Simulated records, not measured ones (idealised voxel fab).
Herein follows the process module entitled voxel self aligned vias.
Square cells of 5 nm make up the cross-section cut, whose width is 245 nm.
A cross-section is written here as square cells arranged in a grid, and it is given in bands from the top down, each band taking up one or more rows of cells. Band entry format. Leading values: height of top, height of bottom, nm. Remainder: materials in left-to-right order, each with its width in nm. Special words: "throughout" on a single material, which then fills the band edge to edge; "air", empty space. Heights are measured from 0, the level below which the as-received wafer is all one material; the lowest band has no bottom and continues downward, written as in "0..down". Top row gets the first number, bottom row gets the second, and each row in between changes by the same step: that is how a band width like "30..40" works. It should be understood that the words "remains unaltered", when stated for a given step, signify that the cross-section underwent no change in any of its cells during that step. So "Trapped void list" is basically the list of trapped voids: any empty space of 8 cells or more that can't reach the top through an opening. They're written width x height at distance, the distance being from the left edge, and it's all nm. Text after the settings on a step's line: the simulator's own remark on that step. When a step includes a mask, the "overlay nm" setting on its line states how far to the right of its planned place that mask lay, and negative values state how far to the left.

### The following list gives the planned process steps
- 1: RECEIVE (material Si)
- 2: CONFORMAL_DEP (material SiO2; thk nm 15)
- 3: CONFORMAL_DEP (material SiCN; thk nm 5)
- 4: DIRECTIONAL_DEP (material SiO2; thk nm 20)
- 5: MASKED_ETCH (tone open; mask id LINES; width nm 25; pitch nm 60; etch materials SiO2; depth nm 20; overlay nm 0)
- 6: CONFORMAL_DEP (material TiN; thk nm 5)
- 7: FILL_DEP (material W; thk nm 10)
- 8: CMP (height nm 40)
- 9: SELECTIVE_ETCH (etch materials W Ru TiN; depth nm 10)
- 10: FILL_DEP (material SiN; thk nm 5)
- 11: CMP (height nm 40)
- 12: DIRECTIONAL_DEP (material SiO2; thk nm 15)
- 13: MASKED_ETCH (tone open; mask id VIAS; width nm 45; pitch nm 60; etch materials SiO2; depth nm 15; overlay nm 0)
- 14: MASKED_ETCH (tone open; mask id VIAS; width nm 45; pitch nm 60; etch materials SiN; depth nm 10; overlay nm 0)
- 15: CONFORMAL_DEP (material TiN; thk nm 5)
- 16: FILL_DEP (material Cu; thk nm 10)
- 17: CMP (height nm 55)
- 18: CONFORMAL_DEP (material SiCN; thk nm 5)

### Here's what the wafer looked like in cross-section when it arrived - that's after step 1
* 0..down = Si throughout
* Trapped void list: none

### Final wafer profile in cross-section after the module, from the same start and plan as above, with one mistake made during processing
* 75..70 = SiCN throughout
* 70..60 = Cu throughout
* 60..55 = 75 of TiN; 35 of Cu; 25 of TiN; 35 of Cu; 75 of TiN
* 55..45 = 70 of SiO2; 5 of TiN; 35 of Cu; 5 of TiN; 15 of SiO2; 5 of TiN; 35 of Cu; 5 of TiN; 70 of SiO2
* 45..35 = 70..80 of SiO2; 15..5 of TiN; 15 of Cu; 15..5 of TiN; 15..35 of SiO2; 15..5 of TiN; 15 of Cu; 15..5 of TiN; 70..80 of SiO2
* 35..30 = 80 of SiO2; 25 of TiN; 35 of SiO2; 25 of TiN; 80 of SiO2
* 30..25 = 80 of SiO2; 5 of TiN; 15 of W; 5 of TiN; 35 of SiO2; 5 of TiN; 15 of W; 5 of TiN; 80 of SiO2
* 25..20 = 80 of SiO2; 25 of TiN; 35 of SiO2; 25 of TiN; 80 of SiO2
* 20..15 = SiCN throughout
* 15..0 = SiO2 throughout
* 0..down = Si throughout
* Trapped void list: none
What was the processing mistake? step 17 of the plan got skipped, so it never ran
